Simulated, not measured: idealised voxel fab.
The document below concerns the process module designated voxel transistor to metal.
It is cross-section cut that appears here, measuring 210 nm in width, its square cells being 5 nm in size.
Cross-section layout: square cells on a grid; listed as bands, top to bottom; a band spans one or more cell rows.
Within each band entry, the heights of the top and of the bottom of the band appear first, in that order and in nm; the materials of the band then follow from left to right, each with its corresponding width in nm. The designation "everywhere" on a single material indicates that it fills the band from edge to edge; the designation "air" indicates empty space.
For the purposes of this specification, 0 denotes the height below which the wafer in its as-received condition is composed wholly of one material, and the lowermost band, lacking a lower limit, extends downward without end, as expressed in "z 0 and below".
A width such as "30->40" changes by the same amount from each row of cells to the next, from the band's top row to its bottom row.
A step reported as "nothing was modified" is a step in which no cell of the cross-section changed.
Reported under the label "Enclosed cavity list" are the empty spaces having no open way to the top and comprising 8 cells or more; the notation for each is width x height at distance, in which the distance is measured from the left edge and all three values are in nm.
Where a step's line continues beyond its settings, the continuation is a remark by the simulator itself on that step.
overlay nm: right-of-plan distance of the mask on a masked step; negative values mean left-of-plan.

Steps planned for the process:
1. op RECEIVE | material Si
2. op OXIDIZE | depth nm 5
3. op CONFORMAL_DEP | material SiN | thk nm 10
4. op DIRECTIONAL_DEP | material aC | thk nm 10
5. op PATTERN | tone cover | mask id ACTIVE | material resist | width nm 85 | thk nm 30 | overlay nm 0
6. op DIRECTIONAL_ETCH | etch materials aC | depth nm 10
7. op STRIP | etch materials resist
8. op DIRECTIONAL_ETCH | etch materials SiN | depth nm 10
9. op DIRECTIONAL_ETCH | etch materials SiO2 | depth nm 5
10. op DIRECTIONAL_ETCH | etch materials Si | depth nm 25
11. op STRIP | etch materials aC
12. op OXIDIZE | depth nm 5
13. op FILL_DEP | material SiO2 | thk nm 15
14. op CMP | height nm 10
15. op SELECTIVE_ETCH | etch materials SiO2 | depth nm 5
16. op STRIP | etch materials SiN
17. op SELECTIVE_ETCH | etch materials SiO2 | depth nm 5
18. op OXIDIZE | depth nm 5
19. op DIRECTIONAL_DEP | material polySi | thk nm 25
20. op DIRECTIONAL_DEP | material SiCN | thk nm 10
21. op DIRECTIONAL_DEP | material aC | thk nm 15
22. op PATTERN | tone cover | mask id GATE | material resist | width nm 15 | thk nm 35 | overlay nm 0
23. op DIRECTIONAL_ETCH | etch materials aC | depth nm 15
24. op STRIP | etch materials resist
25. op DIRECTIONAL_ETCH | etch materials SiCN | depth nm 20
26. op DIRECTIONAL_ETCH | etch materials polySi | depth nm 35
27. op STRIP | etch materials aC
28. op CONFORMAL_DEP | material SiO2 | thk nm 5
29. op DIRECTIONAL_ETCH | etch materials SiO2 | depth nm 5
30. op CONFORMAL_DEP | material SiN | thk nm 5
31. op DIRECTIONAL_ETCH | etch materials SiN | depth nm 5
32. op DIRECTIONAL_ETCH | etch materials SiO2 | depth nm 5
33. op EPI | material pSi | thk nm 5
34. op FILL_DEP | material SiO2 | thk nm 10
35. op CMP | height nm 30
36. op DIRECTIONAL_DEP | material SiO2 | thk nm 15
37. op PATTERN | tone open | mask id CONTACT | material resist | width nm 25 | pitch nm 50 | thk nm 20 | overlay nm 0
38. op DIRECTIONAL_ETCH | etch materials SiO2 | depth nm 50
39. op STRIP | etch materials resist
40. op CONFORMAL_DEP | material TiN | thk nm 5
41. op FILL_DEP | material W | thk nm 5
42. op CMP | height nm 45
43. op CONFORMAL_DEP | material SiN | thk nm 5
44. op DIRECTIONAL_DEP | material lowk | thk nm 25
45. op DIRECTIONAL_DEP | material aC | thk nm 10
46. op PATTERN | tone open | mask id METAL_1 | material resist | width nm 15 | pitch nm 60 | thk nm 25 | overlay nm 0
47. op DIRECTIONAL_ETCH | etch materials aC | depth nm 10
48. op STRIP | etch materials resist
49. op DIRECTIONAL_ETCH | etch materials lowk | depth nm 25
50. op DIRECTIONAL_ETCH | etch materials SiN | depth nm 5
51. op STRIP | etch materials aC
52. op CONFORMAL_DEP | material TiN | thk nm 5
53. op FILL_DEP | material W | thk nm 10
54. op CMP | height nm 75
55. op CONFORMAL_DEP | material SiCN | thk nm 5
56. op DIRECTIONAL_DEP | material lowk | thk nm 35
57. op PATTERN | tone open | mask id METAL_2 | material resist | width nm 15 | pitch nm 60 | thk nm 20 | overlay nm 0
58. op DIRECTIONAL_ETCH | etch materials lowk | depth nm 20
59. op STRIP | etch materials resist
60. op PATTERN | tone open | mask id METAL_2_HOLES | material resist | width nm 15 | pitch nm 60 | thk nm 15 | overlay nm 0
61. op DIRECTIONAL_ETCH | etch materials lowk | depth nm 15
62. op DIRECTIONAL_ETCH | etch materials SiCN | depth nm 5
63. op STRIP | etch materials resist
64. op CONFORMAL_DEP | material TiN | thk nm 5
65. op FILL_DEP | material Cu | thk nm 5
66. op CMP | height nm 115
67. op CONFORMAL_DEP | material SiN | thk nm 5

Wafer cross-section on receipt, i.e. after step 1:
  z 0 and below: Si everywhere
  Enclosed cavity list: none

Starting structure and process plan are as shown above, but one mistake was made in running the module; the wafer cross-section at the end of the module follows:
  z 120 to 115: SiN everywhere
  z 115 to 80: lowk everywhere
  z 80 to 75: SiCN everywhere
  z 75 to 50: 65 lowk / 5 TiN / 5 W / 5 TiN / 45 lowk / 5 TiN / 5 W / 5 TiN / 70 lowk
  z 50 to 45: 65 SiN / 15 TiN / 45 SiN / 15 TiN / 70 SiN
  z 45 to 35: 65 SiO2 / 5 TiN / 15 W / 5 TiN / 25 SiO2 / 5 TiN / 15 W / 5 TiN / 70 SiO2
  z 35 to 30: 65 SiO2 / 5 TiN / 10 W / 10 TiN / 25 SiO2 / 10 TiN / 10 W / 5 TiN / 70 SiO2
  z 30 to 20: 65 SiO2 / 5 TiN / 10 W / 5 TiN / 5 SiN / 5 SiO2 / 15 SiCN / 5 SiO2 / 5 SiN / 5 TiN / 10 W / 5 TiN / 70 SiO2
  z 20 to 0: 65 SiO2 / 5 TiN / 10 W / 5 TiN / 5 SiN / 5 SiO2 / 15 polySi / 5 SiO2 / 5 SiN / 5 TiN / 10 W / 5 TiN / 70 SiO2
  z 0 to -5: 60 SiO2 / 5 SiN / 20 TiN / 5 SiN / 5 SiO2 / 15 polySi / 5 SiO2 / 5 SiN / 20 TiN / 5 SiN / 65 SiO2
  z -5 to -10: 65 SiO2 / 20 pSi / 35 SiO2 / 20 pSi / 70 SiO2
  z -10 to -35: 65 SiO2 / 75 Si / 70 SiO2
  z -35 and below: Si everywhere
  Enclosed cavity list: none
Short version of what went wrong: step 56 from the plan got run twice
